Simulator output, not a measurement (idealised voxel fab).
Process module, titled voxel wiring stack
Section cut is 160 nm wide and gridded with 5 nm square cells.
Bands, listed from the top down, are how a cross-section gets written in this document; the cross-section itself is a grid of square cells, and a band is one or more rows of them. Band: top and bottom heights (nm) first, top before bottom; then materials from left to right, widths in nm. "edge to edge" marks a sole material filling the band edge to edge. "empty" denotes empty space. Note: height 0 marks the level under which the wafer is uniformly one material as received. Lowest band unbounded below, written "from 0 down". Width spec "30 to 40" -> top row of cells at first value, bottom row at second value, equal per-row change in between. A step reported as "no change occurred" is a step in which no cell of the cross-section changed. You'll see "Non-vented voids" listing empty spaces that have no way open to the top, as long as they're 8 cells or more; the notation is width x height at distance, where the distance is from the left edge, and all of it is in nm. Post-settings text on a step line: simulator's own remark regarding the step. On any step carrying a mask, the "overlay nm" setting, if present on the step's line, tells how far right of its planned place the mask lay; negative values point to the left. Reading key. Pairs: pre-step and post-step cross-section, one process step apart; post-step view only to lowest changed band. Step between + settings: beneath pair. Runs: pairs may be from different runs of this module, same starting wafer. Continuation from pair above: only where "Pre-process" entry says.
Pre-process:
* from 75 to 55  empty=20, resist=15, empty=20, resist=15, empty=20, resist=15, empty=20, resist=15, empty=20
* from 55 to 40  empty=20, aC=15, empty=20, aC=15, empty=20, aC=15, empty=20, aC=15, empty=20
* from 40 to 20  Ru edge to edge
* from 20 to 15  TiN edge to edge
* from 15 to 0  SiO2 edge to edge
* from 0 down  Si edge to edge
* Non-vented voids: none
Section, Post-Step:
* from 55 to 40  empty=20, aC=15, empty=20, aC=15, empty=20, aC=15, empty=20, aC=15, empty=20
* Under the height 40 nothing was changed.
* Non-vented voids: none
Which operation links the two cross-sections above? STRIP, etch materials resist
Pre-process: this step begins from the cross-section that the pair just above shows after its step.
Section, Post-Step:
* from 55 to 40  empty=20, aC=15, empty=20, aC=15, empty=20, aC=15, empty=20, aC=15, empty=20
* from 40 to 20  empty=20, Ru=15, empty=20, Ru=15, empty=20, Ru=15, empty=20, Ru=15, empty=20
* Under the height 20 nothing was changed.
* Non-vented voids: none
Which operation links the two cross-sections above? DIRECTIONAL_ETCH, etch materials Ru, depth nm 20
Pre-process: this step begins from the cross-section that the pair just above shows after its step.
Section, Post-Step:
* from 55 to 40  empty=20, aC=15, empty=20, aC=15, empty=20, aC=15, empty=20, aC=15, empty=20
* from 40 to 20  empty=20, Ru=15, empty=20, Ru=15, empty=20, Ru=15, empty=20, Ru=15, empty=20
* from 20 to 15  empty=20, TiN=15, empty=20, TiN=15, empty=20, TiN=15, empty=20, TiN=15, empty=20
* Under the height 15 nothing was changed.
* Non-vented voids: none
Which operation links the two cross-sections above? DIRECTIONAL_ETCH, etch materials TiN, depth nm 5
Pre-process: this step begins from the cross-section that the pair just above shows after its step.
Section, Post-Step:
* from 40 to 20  empty=20, Ru=15, empty=20, Ru=15, empty=20, Ru=15, empty=20, Ru=15, empty=20
* Under the height 20 nothing was changed.
* Non-vented voids: none
Which operation links the two cross-sections above? STRIP, etch materials aC
Pre-process: this step begins from the cross-section that the pair just above shows after its step.
Section, Post-Step:
* from 45 to 40  empty=15, SiCN=25, empty=10, SiCN=25, empty=10, SiCN=25, empty=10, SiCN=25, empty=15
* from 40 to 20  empty=15, SiCN=5, Ru=15, SiCN=5, empty=10, SiCN=5, Ru=15, SiCN=5, empty=10, SiCN=5, Ru=15, SiCN=5, empty=10, SiCN=5, Ru=15, SiCN=5, empty=15
* from 20 to 15  SiCN=20, TiN=15, SiCN=20, TiN=15, SiCN=20, TiN=15, SiCN=20, TiN=15, SiCN=20
* Under the height 15 nothing was changed.
* Non-vented voids: none
Which operation links the two cross-sections above? CONFORMAL_DEP, material SiCN, thk nm 5
Pre-process: this step begins from the cross-section that the pair just above shows after its step.
Section, Post-Step:
* from 55 to 45  SiO2 edge to edge
* from 45 to 40  SiO2=15, SiCN=25, SiO2=10, SiCN=25, SiO2=10, SiCN=25, SiO2=10, SiCN=25, SiO2=15
* from 40 to 20  SiO2=15, SiCN=5, Ru=15, SiCN=5, SiO2=10, SiCN=5, Ru=15, SiCN=5, SiO2=10, SiCN=5, Ru=15, SiCN=5, SiO2=10, SiCN=5, Ru=15, SiCN=5, SiO2=15
* Under the height 20 nothing was changed.
* Non-vented voids: none
Which operation links the two cross-sections above? FILL_DEP, material SiO2, thk nm 10
Pre-process: this step begins from the cross-section that the pair just above shows after its step.
Section, Post-Step:
* from 40 to 20  SiO2=15, SiCN=5, Ru=15, SiCN=5, SiO2=10, SiCN=5, Ru=15, SiCN=5, SiO2=10, SiCN=5, Ru=15, SiCN=5, SiO2=10, SiCN=5, Ru=15, SiCN=5, SiO2=15
* Under the height 20 nothing was changed.
* Non-vented voids: none
Which operation links the two cross-sections above? CMP, height nm 40
Pre-process: this step begins from the cross-section that the pair just above shows after its step.
Section, Post-Step:
* from 45 to 40  SiCN edge to edge
* Under the height 40 nothing was changed.
* Non-vented voids: none
Which operation links the two cross-sections above? CONFORMAL_DEP, material SiCN, thk nm 5
Pre-process: this step begins from the cross-section that the pair just above shows after its step.
Section, Post-Step:
* from 75 to 45  lowk edge to edge
* Under the height 45 nothing was changed.
* Non-vented voids: none
Which operation links the two cross-sections above? DIRECTIONAL_DEP, material lowk, thk nm 30
Pre-process: this step begins from the cross-section that the pair just above shows after its step.
Section, Post-Step:
* from 75 to 55  lowk=15, empty=20, lowk=15, empty=20, lowk=15, empty=20, lowk=15, empty=20, lowk=20
* Under the height 55 nothing was changed.
* Non-vented voids: none
Which operation links the two cross-sections above? MASKED_ETCH, tone open, mask id METAL_2, width nm 20, pitch nm 35, etch materials lowk, depth nm 20, overlay nm 0
Pre-process: this step begins from the cross-section that the pair just above shows after its step.
Section, Post-Step:
* from 85 to 75  aC=15, empty=20, aC=15, empty=20, aC=15, empty=20, aC=15, empty=20, aC=20
* from 75 to 65  lowk=15, empty=20, lowk=15, empty=20, lowk=15, empty=20, lowk=15, empty=20, lowk=20
* from 65 to 55  lowk=15, aC=20, lowk=15, aC=20, lowk=15, aC=20, lowk=15, aC=20, lowk=20
* Under the height 55 nothing was changed.
* Non-vented voids: none
Which operation links the two cross-sections above? DIRECTIONAL_DEP, material aC, thk nm 10
Pre-process: this step begins from the cross-section that the pair just above shows after its step.
Section, Post-Step:
* from 115 to 85  resist=15, empty=15, resist=55, empty=15, resist=60
* from 85 to 75  aC=15, empty=15, resist=5, aC=15, resist=20, aC=15, empty=15, resist=5, aC=15, resist=20, aC=20
* from 75 to 65  lowk=15, empty=15, resist=5, lowk=15, resist=20, lowk=15, empty=15, resist=5, lowk=15, resist=20, lowk=20
* Under the height 65 nothing was changed.
* Non-vented voids: none
Which operation links the two cross-sections above? PATTERN, tone open, mask id METAL_2_HOLES, material resist, width nm 15, pitch nm 70, thk nm 30, overlay nm 0
Pre-process: this step begins from the cross-section that the pair just above shows after its step.
Section, Post-Step:
* from 105 to 85  resist=15, empty=15, resist=55, empty=15, resist=60
* from 85 to 75  aC=15, empty=15, resist=5, aC=15, resist=20, aC=15, empty=15, resist=5, aC=15, resist=20, aC=20
* from 75 to 65  lowk=15, empty=15, resist=5, lowk=15, resist=20, lowk=15, empty=15, resist=5, lowk=15, resist=20, lowk=20
* from 65 to 55  lowk=15, empty=15, aC=5, lowk=15, aC=20, lowk=15, empty=15, aC=5, lowk=15, aC=20, lowk=20
* Under the height 55 nothing was changed.
* Non-vented voids: none
Which operation links the two cross-sections above? DIRECTIONAL_ETCH, etch materials aC, depth nm 10
Pre-process: this step begins from the cross-section that the pair just above shows after its step.
Section, Post-Step:
* from 85 to 75  aC=15, empty=20, aC=15, empty=20, aC=15, empty=20, aC=15, empty=20, aC=20
* from 75 to 65  lowk=15, empty=20, lowk=15, empty=20, lowk=15, empty=20, lowk=15, empty=20, lowk=20
* Under the height 65 nothing was changed.
* Non-vented voids: none
Which operation links the two cross-sections above? STRIP, etch materials resist
Pre-process: this step begins from the cross-section that the pair just above shows after its step.
Section, Post-Step:
* from 85 to 75  aC=15, empty=20, aC=15, empty=20, aC=15, empty=20, aC=15, empty=20, aC=20
* from 75 to 65  lowk=15, empty=20, lowk=15, empty=20, lowk=15, empty=20, lowk=15, empty=20, lowk=20
* from 65 to 55  lowk=15, empty=15, aC=5, lowk=15, aC=20, lowk=15, empty=15, aC=5, lowk=15, aC=20, lowk=20
* from 55 to 45  lowk=15, empty=15, lowk=55, empty=15, lowk=60
* Under the height 45 nothing was changed.
* Non-vented voids: none
Which operation links the two cross-sections above? DIRECTIONAL_ETCH, etch materials lowk, depth nm 10
Pre-process: this step begins from the cross-section that the pair just above shows after its step.
Section, Post-Step:
* from 85 to 75  aC=15, empty=20, aC=15, empty=20, aC=15, empty=20, aC=15, empty=20, aC=20
* from 75 to 65  lowk=15, empty=20, lowk=15, empty=20, lowk=15, empty=20, lowk=15, empty=20, lowk=20
* from 65 to 55  lowk=15, empty=15, aC=5, lowk=15, aC=20, lowk=15, empty=15, aC=5, lowk=15, aC=20, lowk=20
* from 55 to 45  lowk=15, empty=15, lowk=55, empty=15, lowk=60
* from 45 to 40  SiCN=15, empty=15, SiCN=55, empty=15, SiCN=60
* Under the height 40 nothing was changed.
* Non-vented voids: none
Which operation links the two cross-sections above? DIRECTIONAL_ETCH, etch materials SiCN, depth nm 5
Pre-process: this step begins from the cross-section that the pair just above shows after its step.
Section, Post-Step:
* from 75 to 55  lowk=15, empty=20, lowk=15, empty=20, lowk=15, empty=20, lowk=15, empty=20, lowk=20
* Under the height 55 nothing was changed.
* Non-vented voids: none
Which operation links the two cross-sections above? STRIP, etch materials aC
Pre-process: this step begins from the cross-section that the pair just above shows after its step.
Section, Post-Step:
* from 80 to 75  TiN=20, empty=10, TiN=25, empty=10, TiN=25, empty=10, TiN=25, empty=10, TiN=25
* from 75 to 60  lowk=15, TiN=5, empty=10, TiN=5, lowk=15, TiN=5, empty=10, TiN=5, lowk=15, TiN=5, empty=10, TiN=5, lowk=15, TiN=5, empty=10, TiN=5, lowk=20
* from 60 to 55  lowk=15, TiN=5, empty=5, TiN=10, lowk=15, TiN=20, lowk=15, TiN=5, empty=5, TiN=10, lowk=15, TiN=20, lowk=20
* from 55 to 45  lowk=15, TiN=5, empty=5, TiN=5, lowk=55, TiN=5, empty=5, TiN=5, lowk=60
* from 45 to 40  SiCN=15, TiN=15, SiCN=55, TiN=15, SiCN=60
* Under the height 40 nothing was changed.
* Non-vented voids: none
Which operation links the two cross-sections above? CONFORMAL_DEP, material TiN, thk nm 5
Pre-process: this step begins from the cross-section that the pair just above shows after its step.
Section, Post-Step:
* from 90 to 80  Cu edge to edge
* from 80 to 75  TiN=20, Cu=10, TiN=25, Cu=10, TiN=25, Cu=10, TiN=25, Cu=10, TiN=25
* from 75 to 60  lowk=15, TiN=5, Cu=10, TiN=5, lowk=15, TiN=5, Cu=10, TiN=5, lowk=15, TiN=5, Cu=10, TiN=5, lowk=15, TiN=5, Cu=10, TiN=5, lowk=20
* from 60 to 55  lowk=15, TiN=5, Cu=5, TiN=10, lowk=15, TiN=20, lowk=15, TiN=5, Cu=5, TiN=10, lowk=15, TiN=20, lowk=20
* from 55 to 45  lowk=15, TiN=5, Cu=5, TiN=5, lowk=55, TiN=5, Cu=5, TiN=5, lowk=60
* Under the height 45 nothing was changed.
* Non-vented voids: none
Which operation links the two cross-sections above? FILL_DEP, material Cu, thk nm 10
Pre-process: this step begins from the cross-section that the pair just above shows after its step.
Section, Post-Step:
* from 75 to 60  lowk=15, TiN=5, Cu=10, TiN=5, lowk=15, TiN=5, Cu=10, TiN=5, lowk=15, TiN=5, Cu=10, TiN=5, lowk=15, TiN=5, Cu=10, TiN=5, lowk=20
* Under the height 60 nothing was changed.
* Non-vented voids: none
Which operation links the two cross-sections above? CMP, height nm 75
Pre-process: this step begins from the cross-section that the pair just above shows after its step.
Section, Post-Step:
* from 80 to 75  SiN edge to edge
* Under the height 75 nothing was changed.
* Non-vented voids: none
Which operation links the two cross-sections above? CONFORMAL_DEP, material SiN, thk nm 5
Pre-process:
* from 75 to 45  lowk edge to edge
* from 45 to 40  SiCN edge to edge
* from 40 to 20  SiO2=10, SiCN=5, Ru=20, SiCN=5, SiO2=5, SiCN=5, Ru=20, SiCN=5, SiO2=5, SiCN=5, Ru=20, SiCN=5, SiO2=5, SiCN=5, Ru=20, SiCN=5, SiO2=15
* from 20 to 15  SiCN=15, TiN=20, SiCN=15, TiN=20, SiCN=15, TiN=20, SiCN=15, TiN=20, SiCN=20
* from 15 to 0  SiO2 edge to edge
* from 0 down  Si edge to edge
* Non-vented voids: none
Section, Post-Step:
* from 75 to 55  lowk=20, empty=20, lowk=15, empty=20, lowk=15, empty=20, lowk=15, empty=20, lowk=15
* Under the height 55 nothing was changed.
* Non-vented voids: none
Which operation links the two cross-sections above? MASKED_ETCH, tone open, mask id METAL_2, width nm 20, pitch nm 35, etch materials lowk, depth nm 20, overlay nm 5
Pre-process: this step begins from the cross-section that the pair just above shows after its step.
Section, Post-Step:
* from 85 to 75  aC=20, empty=20, aC=15, empty=20, aC=15, empty=20, aC=15, empty=20, aC=15
* from 75 to 65  lowk=20, empty=20, lowk=15, empty=20, lowk=15, empty=20, lowk=15, empty=20, lowk=15
* from 65 to 55  lowk=20, aC=20, lowk=15, aC=20, lowk=15, aC=20, lowk=15, aC=20, lowk=15
* Under the height 55 nothing was changed.
* Non-vented voids: none
Which operation links the two cross-sections above? DIRECTIONAL_DEP, material aC, thk nm 10
Pre-process: this step begins from the cross-section that the pair just above shows after its step.
Section, Post-Step:
* from 115 to 85  resist=15, empty=15, resist=55, empty=15, resist=60
* from 85 to 75  aC=20, empty=10, resist=10, aC=15, resist=20, aC=15, empty=10, resist=10, aC=15, resist=20, aC=15
* from 75 to 65  lowk=20, empty=10, resist=10, lowk=15, resist=20, lowk=15, empty=10, resist=10, lowk=15, resist=20, lowk=15
* Under the height 65 nothing was changed.
* Non-vented voids: none
Which operation links the two cross-sections above? PATTERN, tone open, mask id METAL_2_HOLES, material resist, width nm 15, pitch nm 70, thk nm 30, overlay nm 0
Pre-process: this step begins from the cross-section that the pair just above shows after its step.
Section, Post-Step:
* from 105 to 85  resist=15, empty=15, resist=55, empty=15, resist=60
* from 85 to 75  aC=15, empty=15, resist=10, aC=15, resist=20, aC=10, empty=15, resist=10, aC=15, resist=20, aC=15
* from 75 to 65  lowk=20, empty=10, resist=10, lowk=15, resist=20, lowk=15, empty=10, resist=10, lowk=15, resist=20, lowk=15
* from 65 to 55  lowk=20, empty=10, aC=10, lowk=15, aC=20, lowk=15, empty=10, aC=10, lowk=15, aC=20, lowk=15
* Under the height 55 nothing was changed.
* Non-vented voids: none
Which operation links the two cross-sections above? DIRECTIONAL_ETCH, etch materials aC, depth nm 10
Pre-process: this step begins from the cross-section that the pair just above shows after its step.
Section, Post-Step:
* from 85 to 75  aC=15, empty=25, aC=15, empty=20, aC=10, empty=25, aC=15, empty=20, aC=15
* from 75 to 65  lowk=20, empty=20, lowk=15, empty=20, lowk=15, empty=20, lowk=15, empty=20, lowk=15
* Under the height 65 nothing was changed.
* Non-vented voids: none
Which operation links the two cross-sections above? STRIP, etch materials resist
Pre-process: this step begins from the cross-section that the pair just above shows after its step.
Section, Post-Step:
* from 85 to 75  aC=15, empty=25, aC=15, empty=20, aC=10, empty=25, aC=15, empty=20, aC=15
* from 75 to 65  lowk=15, empty=25, lowk=15, empty=20, lowk=10, empty=25, lowk=15, empty=20, lowk=15
* from 65 to 55  lowk=20, empty=10, aC=10, lowk=15, aC=20, lowk=15, empty=10, aC=10, lowk=15, aC=20, lowk=15
* from 55 to 45  lowk=20, empty=10, lowk=60, empty=10, lowk=60
* Under the height 45 nothing was changed.
* Non-vented voids: none
Which operation links the two cross-sections above? DIRECTIONAL_ETCH, etch materials lowk, depth nm 10
Pre-process: this step begins from the cross-section that the pair just above shows after its step.
Section, Post-Step:
* from 85 to 75  aC=15, empty=25, aC=15, empty=20, aC=10, empty=25, aC=15, empty=20, aC=15
* from 75 to 65  lowk=15, empty=25, lowk=15, empty=20, lowk=10, empty=25, lowk=15, empty=20, lowk=15
* from 65 to 55  lowk=20, empty=10, aC=10, lowk=15, aC=20, lowk=15, empty=10, aC=10, lowk=15, aC=20, lowk=15
* from 55 to 45  lowk=20, empty=10, lowk=60, empty=10, lowk=60
* from 45 to 40  SiCN=20, empty=10, SiCN=60, empty=10, SiCN=60
* Under the height 40 nothing was changed.
* Non-vented voids: none
Which operation links the two cross-sections above? DIRECTIONAL_ETCH, etch materials SiCN, depth nm 5
Pre-process: this step begins from the cross-section that the pair just above shows after its step.
Section, Post-Step:
* from 75 to 65  lowk=15, empty=25, lowk=15, empty=20, lowk=10, empty=25, lowk=15, empty=20, lowk=15
* from 65 to 55  lowk=20, empty=20, lowk=15, empty=20, lowk=15, empty=20, lowk=15, empty=20, lowk=15
* Under the height 55 nothing was changed.
* Non-vented voids: none
Which operation links the two cross-sections above? STRIP, etch materials aC
Pre-process: this step begins from the cross-section that the pair just above shows after its step.
Section, Post-Step:
* from 80 to 75  TiN=20, empty=15, TiN=25, empty=10, TiN=20, empty=15, TiN=25, empty=10, TiN=20
* from 75 to 65  lowk=15, TiN=5 to 10, empty=15 to 10, TiN=5, lowk=15, TiN=5, empty=10, TiN=5, lowk=10, TiN=5 to 10, empty=15 to 10, TiN=5, lowk=15, TiN=5, empty=10, TiN=5, lowk=15
* from 65 to 60  lowk=20, TiN=5, empty=10, TiN=5, lowk=15, TiN=5, empty=10, TiN=5, lowk=15, TiN=5, empty=10, TiN=5, lowk=15, TiN=5, empty=10, TiN=5, lowk=15
* from 60 to 55  lowk=20, TiN=20, lowk=15, TiN=20, lowk=15, TiN=20, lowk=15, TiN=20, lowk=15
* from 55 to 45  lowk=20, TiN=10, lowk=60, TiN=10, lowk=60
* from 45 to 40  SiCN=20, TiN=10, SiCN=60, TiN=10, SiCN=60
* Under the height 40 nothing was changed.
* Non-vented voids: none
Which operation links the two cross-sections above? CONFORMAL_DEP, material TiN, thk nm 5
Pre-process: this step begins from the cross-section that the pair just above shows after its step.
Section, Post-Step:
* from 90 to 80  Cu edge to edge
* from 80 to 75  TiN=20, Cu=15, TiN=25, Cu=10, TiN=20, Cu=15, TiN=25, Cu=10, TiN=20
* from 75 to 65  lowk=15, TiN=5 to 10, Cu=15 to 10, TiN=5, lowk=15, TiN=5, Cu=10, TiN=5, lowk=10, TiN=5 to 10, Cu=15 to 10, TiN=5, lowk=15, TiN=5, Cu=10, TiN=5, lowk=15
* from 65 to 60  lowk=20, TiN=5, Cu=10, TiN=5, lowk=15, TiN=5, Cu=10, TiN=5, lowk=15, TiN=5, Cu=10, TiN=5, lowk=15, TiN=5, Cu=10, TiN=5, lowk=15
* Under the height 60 nothing was changed.
* Non-vented voids: none
Which operation links the two cross-sections above? FILL_DEP, material Cu, thk nm 10
Pre-process: this step begins from the cross-section that the pair just above shows after its step.
Section, Post-Step:
* from 75 to 65  lowk=15, TiN=5 to 10, Cu=15 to 10, TiN=5, lowk=15, TiN=5, Cu=10, TiN=5, lowk=10, TiN=5 to 10, Cu=15 to 10, TiN=5, lowk=15, TiN=5, Cu=10, TiN=5, lowk=15
* Under the height 65 nothing was changed.
* Non-vented voids: none
Which operation links the two cross-sections above? CMP, height nm 75
Pre-process: this step begins from the cross-section that the pair just above shows after its step.
Section, Post-Step:
* from 80 to 75  SiN edge to edge
* Under the height 75 nothing was changed.
* Non-vented voids: none
Which operation links the two cross-sections above? CONFORMAL_DEP, material SiN, thk nm 5
Pre-process:
* from 40 to 20  empty=15, Ru=20, empty=15, Ru=20, empty=15, Ru=20, empty=15, Ru=20, empty=20
* from 20 to 15  empty=15, TiN=20, empty=15, TiN=20, empty=15, TiN=20, empty=15, TiN=20, empty=20
* from 15 to 0  SiO2 edge to edge
* from 0 down  Si edge to edge
* Non-vented voids: none
Section, Post-Step:
* from 45 to 40  empty=10, TiN=30, empty=5, TiN=30, empty=5, TiN=30, empty=5, TiN=30, empty=15
* from 40 to 20  empty=10, TiN=5, Ru=20, TiN=5, empty=5, TiN=5, Ru=20, TiN=5, empty=5, TiN=5, Ru=20, TiN=5, empty=5, TiN=5, Ru=20, TiN=5, empty=15
* from 20 to 15  TiN edge to edge
* Under the height 15 nothing was changed.
* Non-vented voids: none
Which operation links the two cross-sections above? CONFORMAL_DEP, material TiN, thk nm 5
Pre-process: this step begins from the cross-section that the pair just above shows after its step.
Section, Post-Step:
* from 55 to 45  SiO2 edge to edge
* from 45 to 40  SiO2=10, TiN=30, SiO2=5, TiN=30, SiO2=5, TiN=30, SiO2=5, TiN=30, SiO2=15
* from 40 to 20  SiO2=10, TiN=5, Ru=20, TiN=5, SiO2=5, TiN=5, Ru=20, TiN=5, SiO2=5, TiN=5, Ru=20, TiN=5, SiO2=5, TiN=5, Ru=20, TiN=5, SiO2=15
* Under the height 20 nothing was changed.
* Non-vented voids: none
Which operation links the two cross-sections above? FILL_DEP, material SiO2, thk nm 10
Pre-process: this step begins from the cross-section that the pair just above shows after its step.
Section, Post-Step:
* from 40 to 20  SiO2=10, TiN=5, Ru=20, TiN=5, SiO2=5, TiN=5, Ru=20, TiN=5, SiO2=5, TiN=5, Ru=20, TiN=5, SiO2=5, TiN=5, Ru=20, TiN=5, SiO2=15
* Under the height 20 nothing was changed.
* Non-vented voids: none
Which operation links the two cross-sections above? CMP, height nm 40
Pre-process: this step begins from the cross-section that the pair just above shows after its step.
Section, Post-Step:
* from 45 to 40  SiCN edge to edge
* Under the height 40 nothing was changed.
* Non-vented voids: none
Which operation links the two cross-sections above? CONFORMAL_DEP, material SiCN, thk nm 5
Pre-process: this step begins from the cross-section that the pair just above shows after its step.
Section, Post-Step:
* from 75 to 45  lowk edge to edge
* Under the height 45 nothing was changed.
* Non-vented voids: none
Which operation links the two cross-sections above? DIRECTIONAL_DEP, material lowk, thk nm 30
Pre-process: this step begins from the cross-section that the pair just above shows after its step.
Section, Post-Step:
* from 75 to 55  lowk=15, empty=20, lowk=15, empty=20, lowk=15, empty=20, lowk=15, empty=20, lowk=20
* Under the height 55 nothing was changed.
* Non-vented voids: none
Which operation links the two cross-sections above? MASKED_ETCH, tone open, mask id METAL_2, width nm 20, pitch nm 35, etch materials lowk, depth nm 20, overlay nm 0
Pre-process: this step begins from the cross-section that the pair just above shows after its step.
Section, Post-Step:
* from 85 to 75  aC=15, empty=20, aC=15, empty=20, aC=15, empty=20, aC=15, empty=20, aC=20
* from 75 to 65  lowk=15, empty=20, lowk=15, empty=20, lowk=15, empty=20, lowk=15, empty=20, lowk=20
* from 65 to 55  lowk=15, aC=20, lowk=15, aC=20, lowk=15, aC=20, lowk=15, aC=20, lowk=20
* Under the height 55 nothing was changed.
* Non-vented voids: none
Which operation links the two cross-sections above? DIRECTIONAL_DEP, material aC, thk nm 10
Pre-process: this step begins from the cross-section that the pair just above shows after its step.
Section, Post-Step:
* from 115 to 85  resist=15, empty=15, resist=55, empty=15, resist=60
* from 85 to 75  aC=15, empty=15, resist=5, aC=15, resist=20, aC=15, empty=15, resist=5, aC=15, resist=20, aC=20
* from 75 to 65  lowk=15, empty=15, resist=5, lowk=15, resist=20, lowk=15, empty=15, resist=5, lowk=15, resist=20, lowk=20
* Under the height 65 nothing was changed.
* Non-vented voids: none
Which operation links the two cross-sections above? PATTERN, tone open, mask id METAL_2_HOLES, material resist, width nm 15, pitch nm 70, thk nm 30, overlay nm 0
Pre-process: this step begins from the cross-section that the pair just above shows after its step.
Section, Post-Step:
* from 105 to 85  resist=15, empty=15, resist=55, empty=15, resist=60
* from 85 to 75  aC=15, empty=15, resist=5, aC=15, resist=20, aC=15, empty=15, resist=5, aC=15, resist=20, aC=20
* from 75 to 65  lowk=15, empty=15, resist=5, lowk=15, resist=20, lowk=15, empty=15, resist=5, lowk=15, resist=20, lowk=20
* from 65 to 55  lowk=15, empty=15, aC=5, lowk=15, aC=20, lowk=15, empty=15, aC=5, lowk=15, aC=20, lowk=20
* Under the height 55 nothing was changed.
* Non-vented voids: none
Which operation links the two cross-sections above? DIRECTIONAL_ETCH, etch materials aC, depth nm 10
Pre-process: this step begins from the cross-section that the pair just above shows after its step.
Section, Post-Step:
* from 85 to 75  aC=15, empty=20, aC=15, empty=20, aC=15, empty=20, aC=15, empty=20, aC=20
* from 75 to 65  lowk=15, empty=20, lowk=15, empty=20, lowk=15, empty=20, lowk=15, empty=20, lowk=20
* Under the height 65 nothing was changed.
* Non-vented voids: none
Which operation links the two cross-sections above? STRIP, etch materials resist
Pre-process: this step begins from the cross-section that the pair just above shows after its step.
Section, Post-Step:
* from 85 to 75  aC=15, empty=20, aC=15, empty=20, aC=15, empty=20, aC=15, empty=20, aC=20
* from 75 to 65  lowk=15, empty=20, lowk=15, empty=20, lowk=15, empty=20, lowk=15, empty=20, lowk=20
* from 65 to 55  lowk=15, empty=15, aC=5, lowk=15, aC=20, lowk=15, empty=15, aC=5, lowk=15, aC=20, lowk=20
* from 55 to 45  lowk=15, empty=15, lowk=55, empty=15, lowk=60
* Under the height 45 nothing was changed.
* Non-vented voids: none
Which operation links the two cross-sections above? DIRECTIONAL_ETCH, etch materials lowk, depth nm 10
Pre-process: this step begins from the cross-section that the pair just above shows after its step.
Section, Post-Step:
* from 85 to 75  aC=15, empty=20, aC=15, empty=20, aC=15, empty=20, aC=15, empty=20, aC=20
* from 75 to 65  lowk=15, empty=20, lowk=15, empty=20, lowk=15, empty=20, lowk=15, empty=20, lowk=20
* from 65 to 55  lowk=15, empty=15, aC=5, lowk=15, aC=20, lowk=15, empty=15, aC=5, lowk=15, aC=20, lowk=20
* from 55 to 45  lowk=15, empty=15, lowk=55, empty=15, lowk=60
* from 45 to 40  SiCN=15, empty=15, SiCN=55, empty=15, SiCN=60
* Under the height 40 nothing was changed.
* Non-vented voids: none
Which operation links the two cross-sections above? DIRECTIONAL_ETCH, etch materials SiCN, depth nm 5
Pre-process: this step begins from the cross-section that the pair just above shows after its step.
Section, Post-Step:
* from 75 to 55  lowk=15, empty=20, lowk=15, empty=20, lowk=15, empty=20, lowk=15, empty=20, lowk=20
* Under the height 55 nothing was changed.
* Non-vented voids: none
Which operation links the two cross-sections above? STRIP, etch materials aC
Pre-process: this step begins from the cross-section that the pair just above shows after its step.
Section, Post-Step:
* from 80 to 75  TiN=20, empty=10, TiN=25, empty=10, TiN=25, empty=10, TiN=25, empty=10, TiN=25
* from 75 to 60  lowk=15, TiN=5, empty=10, TiN=5, lowk=15, TiN=5, empty=10, TiN=5, lowk=15, TiN=5, empty=10, TiN=5, lowk=15, TiN=5, empty=10, TiN=5, lowk=20
* from 60 to 55  lowk=15, TiN=5, empty=5, TiN=10, lowk=15, TiN=20, lowk=15, TiN=5, empty=5, TiN=10, lowk=15, TiN=20, lowk=20
* from 55 to 45  lowk=15, TiN=5, empty=5, TiN=5, lowk=55, TiN=5, empty=5, TiN=5, lowk=60
* from 45 to 40  SiCN=15, TiN=15, SiCN=55, TiN=15, SiCN=60
* Under the height 40 nothing was changed.
* Non-vented voids: none
Which operation links the two cross-sections above? CONFORMAL_DEP, material TiN, thk nm 5
Pre-process: this step begins from the cross-section that the pair just above shows after its step.
Section, Post-Step:
* from 90 to 80  Cu edge to edge
* from 80 to 75  TiN=20, Cu=10, TiN=25, Cu=10, TiN=25, Cu=10, TiN=25, Cu=10, TiN=25
* from 75 to 60  lowk=15, TiN=5, Cu=10, TiN=5, lowk=15, TiN=5, Cu=10, TiN=5, lowk=15, TiN=5, Cu=10, TiN=5, lowk=15, TiN=5, Cu=10, TiN=5, lowk=20
* from 60 to 55  lowk=15, TiN=5, Cu=5, TiN=10, lowk=15, TiN=20, lowk=15, TiN=5, Cu=5, TiN=10, lowk=15, TiN=20, lowk=20
* from 55 to 45  lowk=15, TiN=5, Cu=5, TiN=5, lowk=55, TiN=5, Cu=5, TiN=5, lowk=60
* Under the height 45 nothing was changed.
* Non-vented voids: none
Which operation links the two cross-sections above? FILL_DEP, material Cu, thk nm 10
Pre-process: this step begins from the cross-section that the pair just above shows after its step.
Section, Post-Step:
* from 75 to 60  lowk=15, TiN=5, Cu=10, TiN=5, lowk=15, TiN=5, Cu=10, TiN=5, lowk=15, TiN=5, Cu=10, TiN=5, lowk=15, TiN=5, Cu=10, TiN=5, lowk=20
* Under the height 60 nothing was changed.
* Non-vented voids: none
Which operation links the two cross-sections above? CMP, height nm 75
Pre-process: this step begins from the cross-section that the pair just above shows after its step.
Section, Post-Step:
* from 80 to 75  SiN edge to edge
* Under the height 75 nothing was changed.
* Non-vented voids: none
Which operation links the two cross-sections above? CONFORMAL_DEP, material SiN, thk nm 5
Pre-process:
* from 75 to 45  lowk edge to edge
* from 45 to 40  SiCN edge to edge
* from 40 to 20  SiO2=10, SiCN=5, Ru=20, SiCN=5, SiO2=5, SiCN=5, Ru=20, SiCN=5, SiO2=5, SiCN=5, Ru=20, SiCN=5, SiO2=5, SiCN=5, Ru=20, SiCN=5, SiO2=15
* from 20 to 15  SiCN=15, TiN=20, SiCN=15, TiN=20, SiCN=15, TiN=20, SiCN=15, TiN=20, SiCN=20
* from 15 to 0  SiO2 edge to edge
* from 0 down  Si edge to edge
* Non-vented voids: none
Section, Post-Step:
* from 75 to 55  empty=15, lowk=20, empty=15, lowk=20, empty=15, lowk=20, empty=15, lowk=20, empty=20
* Under the height 55 nothing was changed.
* Non-vented voids: none
Which operation links the two cross-sections above? MASKED_ETCH, tone cover, mask id METAL_2, width nm 20, pitch nm 35, etch materials lowk, depth nm 20, overlay nm 0
Pre-process: this step begins from the cross-section that the pair just above shows after its step.
Section, Post-Step:
* from 85 to 75  empty=15, aC=20, empty=15, aC=20, empty=15, aC=20, empty=15, aC=20, empty=20
* from 75 to 65  empty=15, lowk=20, empty=15, lowk=20, empty=15, lowk=20, empty=15, lowk=20, empty=20
* from 65 to 55  aC=15, lowk=20, aC=15, lowk=20, aC=15, lowk=20, aC=15, lowk=20, aC=20
* Under the height 55 nothing was changed.
* Non-vented voids: none
Which operation links the two cross-sections above? DIRECTIONAL_DEP, material aC, thk nm 10
